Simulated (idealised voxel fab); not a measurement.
process module | voxel double patterning
cross-section cut | 235 nm wide | cells 5 nm
A cross-section is a grid of square cells, given in bands from the top down. A band is one or more rows of cells.
Each band's line starts with the height of the band's top and of its bottom, in nm. Then come its materials from left to right, each with its width in nm. One material with "throughout" fills the band from edge to edge. "air" is empty space.
Height 0 is the level under which the wafer as received is all one material. The lowest band goes on downwards, as in "0 down".
A width such as "30 to 40" changes by the same amount from each row of cells to the next, from the band's top row to its bottom row.
"no change" after a step means that no cell of the cross-section changed.
closed voids: empty space of 8 cells or more with no open way to the top, each as width x height at its distance from the left edge, in nm
after a step's settings: what the simulator itself notes on the step
overlay nm, on a step with a mask: how far to the right of its planned place the mask lay; to the left if negative
plan
1 op RECEIVE | material Si
2 op CONFORMAL_DEP | material SiN | thk nm 5
3 op DIRECTIONAL_DEP | material SiO2 | thk nm 15
4 op DIRECTIONAL_DEP | material SiCN | thk nm 10
5 op PATTERN | tone open | mask id FIRST | material resist | width nm 15 | pitch nm 50 | thk nm 15 | overlay nm 0
6 op DIRECTIONAL_ETCH | etch materials SiCN | depth nm 10
7 op STRIP | etch materials resist
8 op MASKED_ETCH | tone open | mask id SECOND | width nm 15 | etch materials SiCN | depth nm 10 | overlay nm -15
9 op DIRECTIONAL_ETCH | etch materials SiO2 | depth nm 15
10 op STRIP | etch materials SiCN
varied across the wafers: overlay nm of step 8. The plan shows the first wafer's value. All wafers start alike
first wafer as received, after step 1
  0 down: Si throughout
  closed voids: none
each wafer at the end: cells of each material gained (+) or lost (-) since it was received, then its closed voids
overlay nm -15 | +47 SiN | +117 SiO2 | closed voids: none
overlay nm -10 | +47 SiN | +114 SiO2 | closed voids: none
overlay nm -5 | +47 SiN | +114 SiO2 | closed voids: none
overlay nm 0 | +47 SiN | +114 SiO2 | closed voids: none
overlay nm 5 | +47 SiN | +114 SiO2 | closed voids: none
overlay nm 10 | +47 SiN | +114 SiO2 | closed voids: none
overlay nm 15 | +47 SiN | +117 SiO2 | closed voids: none
